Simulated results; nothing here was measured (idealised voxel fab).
Process module heading - voxel fin reveal
Section cut is 245 nm wide and gridded with 5 nm square cells.
Throughout this document, each cross-section is represented as a grid of square cells and is presented as a sequence of bands enumerated from the top downward, where a band comprises one or more rows of cells. First you get the band's top height and its bottom height, in nm, and then the materials it's made of, left to right, with each width in nm. If you see a single material with "all across", that one covers the band edge to edge. "empty" is empty space. Heights are reckoned from 0. Under this level, the received wafer is all of one material. The bottommost band is open-ended downward, for example "0 -> down". A width given as "30->40" starts at the first number in the band's top row and ends at the second number in its bottom row, shifting by an equal amount at every step from row to row. The designation "everything unchanged", where it is given for a processing step, indicates that no cell of the cross-section was altered in the course of that step. Voids not open to the top, 8 cells minimum: see "Cavities, closed". Written width x height at distance; distance is from the left edge; nm. Step line, after settings: the simulator's comment on this step. What "overlay nm" on a step's line means: if the step has a mask, that mask lay this far to the right of its planned place, or, when the value is negative, to the left.

## Set out below are the planned steps of the process
1 op RECEIVE | material Si
2 op CONFORMAL_DEP | material SiN | thk nm 5
3 op PATTERN | tone cover | mask id FINS | material resist | width nm 15 | pitch nm 35 | thk nm 20 | overlay nm 0
4 op DIRECTIONAL_ETCH | etch materials SiN | depth nm 5
5 op DIRECTIONAL_ETCH | etch materials Si | depth nm 40
6 op STRIP | etch materials resist
7 op OXIDIZE | depth nm 5
8 op FILL_DEP | material SiO2 | thk nm 15
9 op CMP | height nm 5
10 op SELECTIVE_ETCH | etch materials SiO2 | depth nm 20
11 op STRIP | etch materials SiN

## First of the two wafers, run per plan

## The cross-section here shows the wafer as received, i.e. in its state after step 1
- 0 -> down  Si all across
- Cavities, closed: none

## Cross-sectional representation of the wafer at the conclusion of step 2
- 5 -> 0  SiN all across
- below 0: unchanged

## Cross-sectional representation of the wafer at the conclusion of step 3
- 25 -> 5  empty (80), resist (15), empty (20), resist (15), empty (20), resist (15), empty (80)
- below 5: unchanged

## Cross-sectional representation of the wafer at the conclusion of step 4
- 25 -> 5  empty (80), resist (15), empty (20), resist (15), empty (20), resist (15), empty (80)
- 5 -> 0  empty (80), SiN (15), empty (20), SiN (15), empty (20), SiN (15), empty (80)
- below 0: unchanged

## Cross-sectional representation of the wafer at the conclusion of step 5
- 25 -> 5  empty (80), resist (15), empty (20), resist (15), empty (20), resist (15), empty (80)
- 5 -> 0  empty (80), SiN (15), empty (20), SiN (15), empty (20), SiN (15), empty (80)
- 0 -> -40  empty (80), Si (15), empty (20), Si (15), empty (20), Si (15), empty (80)
- below -40: unchanged

## Cross-sectional representation of the wafer at the conclusion of step 6
- 5 -> 0  empty (80), SiN (15), empty (20), SiN (15), empty (20), SiN (15), empty (80)
- below 0: unchanged

## Cross-sectional representation of the wafer at the conclusion of step 7
- 5 -> 0  empty (80), SiN (15), empty (20), SiN (15), empty (20), SiN (15), empty (80)
- 0 -> -40  empty (80), SiO2 (5), Si (5), SiO2 (5), empty (20), SiO2 (5), Si (5), SiO2 (5), empty (20), SiO2 (5), Si (5), SiO2 (5), empty (80)
- -40 -> -45  SiO2 (85), Si (5), SiO2 (30), Si (5), SiO2 (30), Si (5), SiO2 (85)
- below -45: unchanged

## Cross-sectional representation of the wafer at the conclusion of step 8
- 20 -> 5  SiO2 all across
- 5 -> 0  SiO2 (80), SiN (15), SiO2 (20), SiN (15), SiO2 (20), SiN (15), SiO2 (80)
- 0 -> -45  SiO2 (85), Si (5), SiO2 (30), Si (5), SiO2 (30), Si (5), SiO2 (85)
- below -45: unchanged

## Cross-sectional representation of the wafer at the conclusion of step 9
- 5 -> 0  SiO2 (80), SiN (15), SiO2 (20), SiN (15), SiO2 (20), SiN (15), SiO2 (80)
- below 0: unchanged

## Cross-sectional representation of the wafer at the conclusion of step 10
- 5 -> 0  empty (80), SiN (15), empty (20), SiN (15), empty (20), SiN (15), empty (80)
- 0 -> -15  empty (85), Si (5), empty (30), Si (5), empty (30), Si (5), empty (85)
- below -15: unchanged

## Cross-sectional representation of the wafer at the conclusion of step 11
- 0 -> -15  empty (85), Si (5), empty (30), Si (5), empty (30), Si (5), empty (85)
- below -15: unchanged

## Second of two: same start, same plan, one run error; steps up to and including 9 match the first

## Second wafer, cut view, end of step 10 per plan
- 5 -> 0  empty (80), SiN (15), empty (20), SiN (15), empty (20), SiN (15), empty (80)
- 0 -> -35  empty (85), Si (5), empty (30), Si (5), empty (30), Si (5), empty (85)
- below -35: unchanged

## Second wafer, cut view, end of step 11 per plan
- 0 -> -35  empty (85), Si (5), empty (30), Si (5), empty (30), Si (5), empty (85)
- below -35: unchanged
Error vs. plan: step 10 of the plan saw execution twice
The closing comparison, in cells, has the second wafer with more or fewer of some materials than the first: SiO2: 184 fewer
